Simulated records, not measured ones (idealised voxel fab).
Title: Process Module voxel gate over fins
295 nm wide, 5 nm square cells: that's cross-section cut.
Square cells in a grid make up a cross-section in this document, and the grid is given as bands, listed from the top down, each one or more rows of cells.
Band: top height; bottom height; in nm. Then, left to right: material with width in nm, for each material. "edge to edge": a single material spanning edge to edge. "empty": empty space.
Heights are reckoned from 0. Under this level, the received wafer is all of one material. The bottommost band is open-ended downward, for example "0 down".
When a width is written as two numbers, as in "30..40", the first number is the width in the top row of cells of the band and the second is the width in its bottom row, and the width changes by the same amount from each row to the next.
No cell of the cross-section changed in a step that is given as "stayed the same".
In the "Enclosed cavity list" entry, you get each enclosed empty space of 8 cells or more, one with no open way to the top, written width x height at distance, distance from the left edge, in nm.
On a step's line, text after the settings is the simulator commenting on that step.
A step line may carry the setting "overlay nm", which, for steps involving a mask, states the distance by which the mask lay to the right of its intended position; negative values denote displacement to the left.
The steps planned for the process are as follows
1. RECEIVE, material Si
2. CONFORMAL_DEP, material SiN, thk nm 10
3. MASKED_ETCH, tone cover, mask id FINS, width nm 15, pitch nm 55, etch materials SiN, depth nm 10, overlay nm 0
4. MASKED_ETCH, tone cover, mask id FINS, width nm 15, pitch nm 55, etch materials Si, depth nm 30, overlay nm 0
5. OXIDIZE, depth nm 5
6. FILL_DEP, material SiO2, thk nm 5
7. CMP, height nm 10
8. MASKED_ETCH, tone open, mask id RAIL, width nm 15, etch materials SiO2, depth nm 35, overlay nm 0
9. CONFORMAL_DEP, material TiN, thk nm 5
10. FILL_DEP, material W, thk nm 10
11. CMP, height nm 10
12. SELECTIVE_ETCH, etch materials W Ru TiN, depth nm 30
13. FILL_DEP, material SiO2, thk nm 5
14. CMP, height nm 10
15. SELECTIVE_ETCH, etch materials SiO2, depth nm 25
16. STRIP, etch materials SiN
17. CONFORMAL_DEP, material HfO2, thk nm 5
18. CONFORMAL_DEP, material TiN, thk nm 5
19. FILL_DEP, material W, thk nm 10
20. CMP, height nm 15
21. CONFORMAL_DEP, material SiN, thk nm 5
Step 1 complete: cross-section of the wafer as received
  0 down = Si edge to edge
  Enclosed cavity list: none
Cross-section at module end, one run error; start and plan unchanged from above
  20 to 15 = SiN edge to edge
  15 to 10 = W edge to edge
  10 to 5 = W 105 | TiN 25 | W 30 | TiN 25 | W 110
  5 to 0 = W 105 | TiN 5 | HfO2 15 | TiN 5 | W 30 | TiN 5 | HfO2 15 | TiN 5 | W 110
  0 to -5 = W 105 | TiN 5 | HfO2 5 | Si 5 | HfO2 5 | TiN 5 | W 30 | TiN 5 | HfO2 5 | Si 5 | HfO2 5 | TiN 5 | W 110
  -5 to -10 = TiN 110 | HfO2 5 | Si 5 | HfO2 5 | TiN 40 | HfO2 5 | Si 5 | HfO2 5 | TiN 115
  -10 to -15 = HfO2 115 | Si 5 | HfO2 50 | Si 5 | HfO2 120
  -15 to -20 = SiO2 115 | Si 5 | SiO2 50 | Si 5 | SiO2 120
  -20 to -25 = SiO2 115 | Si 5 | SiO2 15 | TiN 15 | SiO2 20 | Si 5 | SiO2 120
  -25 to -65 = SiO2 115 | Si 5 | SiO2 50 | Si 5 | SiO2 120
  -65 down = Si edge to edge
  Enclosed cavity list: none
Finding, execution versus plan: step 4 of the plan was twice carried out
